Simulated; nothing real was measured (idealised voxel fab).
This is a process module. Its name is voxel lift off.
The figure presents cross-section cut, which has a width of 195 nm and is divided into square cells with an edge length of 5 nm.
When this document writes out a cross-section, it uses a grid of square cells and lists it as bands, beginning at the top and moving down, with a band standing for one or more rows of cells.
The entry gives the band's vertical extent as a top height and a bottom height in nm, then its horizontal make-up as materials from left to right, each with a width in nm. "air" stands for empty space; a single material marked "throughout" fills the band edge to edge.
Ref level 0: as-received wafer is one material below here. Bottom band extends down with no lower bound ("z 0 and below").
Read "30..40" as a graded width: first number on top, second number at the bottom, same change between each pair of neighbouring rows.
"remains unaltered" means the step left every cell of the cross-section as it was.
The list in "Sealed void list" covers empty spaces of 8 cells or more that cannot reach the top through any open way, and it gives each as width x height at distance; the distance is from the left edge, and width, height and distance are in nm.
Past the settings on a step's line: simulator remark, on that step.
Steps that use a mask can have "overlay nm" on their line. It says how far the mask sat to the right of where it was meant to be. Negative means to the left.
PROCESS STEPS (PLANNED)
1) RECEIVE with material Si
2) CONFORMAL_DEP with material Al2O3, thk nm 5
3) PATTERN with tone open, mask id LINES, material resist, width nm 25, pitch nm 50, thk nm 30, overlay nm -15
4) DIRECTIONAL_DEP with material Ru, thk nm 15
5) STRIP with etch materials resist
6) CONFORMAL_DEP with material SiN, thk nm 10
Split variable: overlay nm, step 3. Plan value = first wafer. Wafers start alike.
RECEIVED WAFERS, FIRST OF SEVERAL: CROSS-SECTION AFTER STEP 1
> z 0 and below | Si throughout
> Sealed void list: none
LAST STEP OF THE MODULE IS STEP 6; AFTER IT, THE FIRST OF SEVERAL WAFERS IN CROSS-SECTION
> z 30 to 20 | 10 of air  45 of SiN  5 of air  45 of SiN  5 of air  45 of SiN  40 of air
> z 20 to 15 | 10 of air  10 of SiN  25 of Ru  10 of SiN  5 of air  10 of SiN  25 of Ru  10 of SiN  5 of air  10 of SiN  25 of Ru  10 of SiN  40 of air
> z 15 to 5 | 20 of SiN  25 of Ru  25 of SiN  25 of Ru  25 of SiN  25 of Ru  50 of SiN
> z 5 to 0 | Al2O3 throughout
> z 0 and below | Si throughout
> Sealed void list: none
END OF MODULE, LAST WAFER SECTIONED
> z 30 to 20 | 40 of air  45 of SiN  5 of air  45 of SiN  5 of air  45 of SiN  10 of air
> z 20 to 15 | 40 of air  10 of SiN  25 of Ru  10 of SiN  5 of air  10 of SiN  25 of Ru  10 of SiN  5 of air  10 of SiN  25 of Ru  10 of SiN  10 of air
> z 15 to 5 | 50 of SiN  25 of Ru  25 of SiN  25 of Ru  25 of SiN  25 of Ru  20 of SiN
> z 5 to 0 | Al2O3 throughout
> z 0 and below | Si throughout
> Sealed void list: none
PER-WAFER ROWS BELOW. FOR EACH MATERIAL: CELLS GAINED (+) OR LOST (-) SINCE THE WAFER WAS RECEIVED, AS OF END OF MODULE. THEN: CLOSED VOIDS
overlay nm -15 | +39 Al2O3 | +45 Ru | +114 SiN | Sealed void list: none
overlay nm -10 | +39 Al2O3 | +45 Ru | +114 SiN | Sealed void list: none
overlay nm -5 | +39 Al2O3 | +45 Ru | +114 SiN | Sealed void list: none
overlay nm 0 | +39 Al2O3 | +45 Ru | +114 SiN | Sealed void list: none
overlay nm 5 | +39 Al2O3 | +45 Ru | +114 SiN | Sealed void list: none
overlay nm 10 | +39 Al2O3 | +45 Ru | +114 SiN | Sealed void list: none
overlay nm 15 | +39 Al2O3 | +45 Ru | +114 SiN | Sealed void list: none
